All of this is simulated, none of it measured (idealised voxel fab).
process module | voxel capacitor over wiring
cross-section cut | 145 nm wide | cells 5 nm
A cross-section is a grid of square cells, given in bands from the top down. A band is one or more rows of cells.
Each band's line starts with the height of the band's top and of its bottom, in nm. Then come its materials from left to right, each with its width in nm. One material with "throughout" fills the band from edge to edge. "air" is empty space.
Height 0 is the level under which the wafer as received is all one material. The lowest band goes on downwards, as in "0 down".
A width such as "30 to 40" changes by the same amount from each row of cells to the next, from the band's top row to its bottom row.
"no change" after a step means that no cell of the cross-section changed.
closed voids: empty space of 8 cells or more with no open way to the top, each as width x height at its distance from the left edge, in nm
after a step's settings: what the simulator itself notes on the step
overlay nm, on a step with a mask: how far to the right of its planned place the mask lay; to the left if negative
plan
1 op RECEIVE | material Si
2 op CONFORMAL_DEP | material SiO2 | thk nm 15
3 op CONFORMAL_DEP | material SiN | thk nm 5
4 op DIRECTIONAL_DEP | material SiO2 | thk nm 15
5 op MASKED_ETCH | tone open | mask id METAL_1 | width nm 25 | pitch nm 75 | etch materials SiO2 | depth nm 15 | overlay nm 0
6 op MASKED_ETCH | tone open | mask id METAL_1 | width nm 25 | pitch nm 75 | etch materials SiN | depth nm 5 | overlay nm 0
7 op CONFORMAL_DEP | material TiN | thk nm 5
8 op FILL_DEP | material Ru | thk nm 10
9 op CMP | height nm 35
10 op CONFORMAL_DEP | material SiCN | thk nm 5
11 op DIRECTIONAL_DEP | material lowk | thk nm 15
12 op PATTERN | tone open | mask id PLUG_1 | material resist | width nm 15 | thk nm 15 | overlay nm 0
13 op DIRECTIONAL_ETCH | etch materials lowk | depth nm 15
14 op DIRECTIONAL_ETCH | etch materials SiCN | depth nm 5
15 op STRIP | etch materials resist
16 op EPI | material Ru | thk nm 10
17 op EPI | material Ru | thk nm 10
18 op DIRECTIONAL_DEP | material TiN | thk nm 5
19 op DIRECTIONAL_DEP | material HfO2 | thk nm 5
20 op DIRECTIONAL_DEP | material TiN | thk nm 10
21 op DIRECTIONAL_DEP | material aC | thk nm 15
22 op PATTERN | tone cover | mask id UPPER_PLATE | material resist | width nm 55 | thk nm 30 | overlay nm 0
23 op DIRECTIONAL_ETCH | etch materials aC | depth nm 15
24 op STRIP | etch materials resist
25 op DIRECTIONAL_ETCH | etch materials TiN | depth nm 10
26 op DIRECTIONAL_ETCH | etch materials HfO2 | depth nm 5
27 op STRIP | etch materials aC
28 op MASKED_ETCH | tone cover | mask id LOWER_PLATE | width nm 65 | etch materials TiN | depth nm 5 | overlay nm 0
29 op FILL_DEP | material SiO2 | thk nm 15
30 op CMP | height nm 85
31 op MASKED_ETCH | tone open | mask id PLUG_2 | width nm 15 | etch materials SiO2 | depth nm 10 | overlay nm 0
32 op CONFORMAL_DEP | material TiN | thk nm 5
33 op FILL_DEP | material W | thk nm 5
34 op CMP | height nm 85
35 op CONFORMAL_DEP | material SiN | thk nm 5
as received, after step 1
  0 down: Si throughout
  closed voids: none
first wafer at the end, as planned
  90 to 85: SiN throughout
  85 to 80: SiO2 40 | TiN 5 | W 5 | TiN 5 | SiO2 90
  80 to 75: SiO2 40 | TiN 15 | SiO2 90
  75 to 65: SiO2 30 | TiN 55 | SiO2 60
  65 to 60: SiO2 30 | HfO2 55 | SiO2 60
  60 to 55: SiO2 25 | TiN 65 | SiO2 55
  55 to 40: lowk 30 | Ru 15 | lowk 100
  40 to 35: SiCN 30 | Ru 15 | SiCN 100
  35 to 20: SiO2 20 | TiN 5 | Ru 15 | TiN 5 | SiO2 50 | TiN 5 | Ru 15 | TiN 5 | SiO2 25
  20 to 15: SiN 20 | TiN 25 | SiN 50 | TiN 25 | SiN 25
  15 to 0: SiO2 throughout
  0 down: Si throughout
  closed voids: none
second wafer at the end: like start, like plan, one mistake
  90 to 85: SiN throughout
  85 to 80: SiO2 40 | TiN 5 | W 5 | TiN 5 | SiO2 90
  80 to 75: SiO2 40 | TiN 15 | SiO2 90
  75 to 65: SiO2 30 | TiN 55 | SiO2 60
  65 to 60: SiO2 30 | HfO2 55 | SiO2 60
  60 to 55: SiO2 25 | TiN 65 | SiO2 55
  55 to 40: lowk 30 | Ru 15 | lowk 100
  40 to 35: SiCN 30 | Ru 15 | SiCN 100
  35 to 25: SiO2 20 | TiN 5 | Ru 15 | TiN 5 | SiO2 50 | TiN 5 | Ru 15 | TiN 5 | SiO2 25
  25 to 20: SiO2 20 | TiN 5 | Ru 10 | TiN 10 | SiO2 50 | TiN 5 | Ru 10 | TiN 10 | SiO2 25
  20 to 15: SiN 20 | TiN 20 | SiN 55 | TiN 20 | SiN 30
  15 to 0: SiO2 throughout
  0 down: Si throughout
  closed voids: none
what went wrong: step 6 ran as: op MASKED_ETCH | tone open | mask id METAL_1 | width nm 25 | pitch nm 75 | etch materials SiN | depth nm 5 | overlay nm -5
at the end the second wafer has, in cells: 2 fewer of Ru | 2 more of SiN
